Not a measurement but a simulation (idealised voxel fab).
Process module, titled voxel double patterning
Cross-sectional view cut (width: 250 nm; square cell size: 5 nm).
In this document a cross-section is written as a grid of square cells. It is given as a series of bands, listed from the top down, and a band is one or more rows of cells.
The entry gives the band's vertical extent as a top height and a bottom height in nm, then its horizontal make-up as materials from left to right, each with a width in nm. "empty" stands for empty space; a single material marked "all across" fills the band edge to edge.
Basically, 0 is our baseline, since under it the wafer straight out of the box is all one material. The bottom band has no lower end and keeps on going down, so it looks like "top 0, no bottom".
Note: "30->40" means the width goes from the first number (top row of the band) to the second number (bottom row) in equal steps per row of cells.
The cross-section has no changed cell in any step marked "no alteration".
Entry "Cavities, sealed" = empty spaces >= 8 cells with no open way to the top; each as width x height at distance, distance from left edge, all nm.
It should be noted that, on the line of a given step, the content following the step's settings is a remark produced by the simulator itself with respect to that step.
The setting "overlay nm" may be written on the line of a step. When the step uses a mask, the value reports how far to the right of the planned place the mask lay, and a negative value reports that it lay to the left.
-- The process steps that were planned are listed below
| 1 | op RECEIVE | material Si |
| 2 | op CONFORMAL_DEP | material SiN | thk nm 5 |
| 3 | op DIRECTIONAL_DEP | material SiO2 | thk nm 20 |
| 4 | op DIRECTIONAL_DEP | material SiCN | thk nm 10 |
| 5 | op DIRECTIONAL_DEP | material aC | thk nm 15 |
| 6 | op PATTERN | tone open | mask id FIRST | material resist | width nm 15 | pitch nm 50 | thk nm 35 | overlay nm 0 |
| 7 | op DIRECTIONAL_ETCH | etch materials aC | depth nm 15 |
| 8 | op STRIP | etch materials resist |
| 9 | op DIRECTIONAL_ETCH | etch materials SiCN | depth nm 10 |
| 10 | op STRIP | etch materials aC |
| 11 | op MASKED_ETCH | tone open | mask id SECOND | width nm 15 | etch materials SiCN | depth nm 10 | overlay nm 0 |
| 12 | op DIRECTIONAL_ETCH | etch materials SiO2 | depth nm 20 |
| 13 | op STRIP | etch materials SiCN |
-- Wafer at receipt (post step 1), cross-section
- top 0, no bottom = Si all across
- Cavities, sealed: none
-- Post-module cross-section of the first of two wafers (run per plan)
- top 25, bottom 5 = 90 SiO2 / 15 empty / 10 SiO2 / 15 empty / 10 SiO2 / 15 empty / 95 SiO2
- top 5, bottom 0 = SiN all across
- top 0, no bottom = Si all across
- Cavities, sealed: none
-- Here is the second of the two wafers cut open at the end of the module - same start, same plan as the first one, but we made one mistake running it
- top 45, bottom 25 = 90 SiO2 / 15 empty / 10 SiO2 / 15 empty / 10 SiO2 / 15 empty / 95 SiO2
- top 25, bottom 5 = SiO2 all across
- top 5, bottom 0 = SiN all across
- top 0, no bottom = Si all across
- Cavities, sealed: none
Diagnosis: heads up, step 3 of the plan got done twice
Counted in cells at the end, the second wafer holds more or fewer of these materials than the first: +200 SiO2
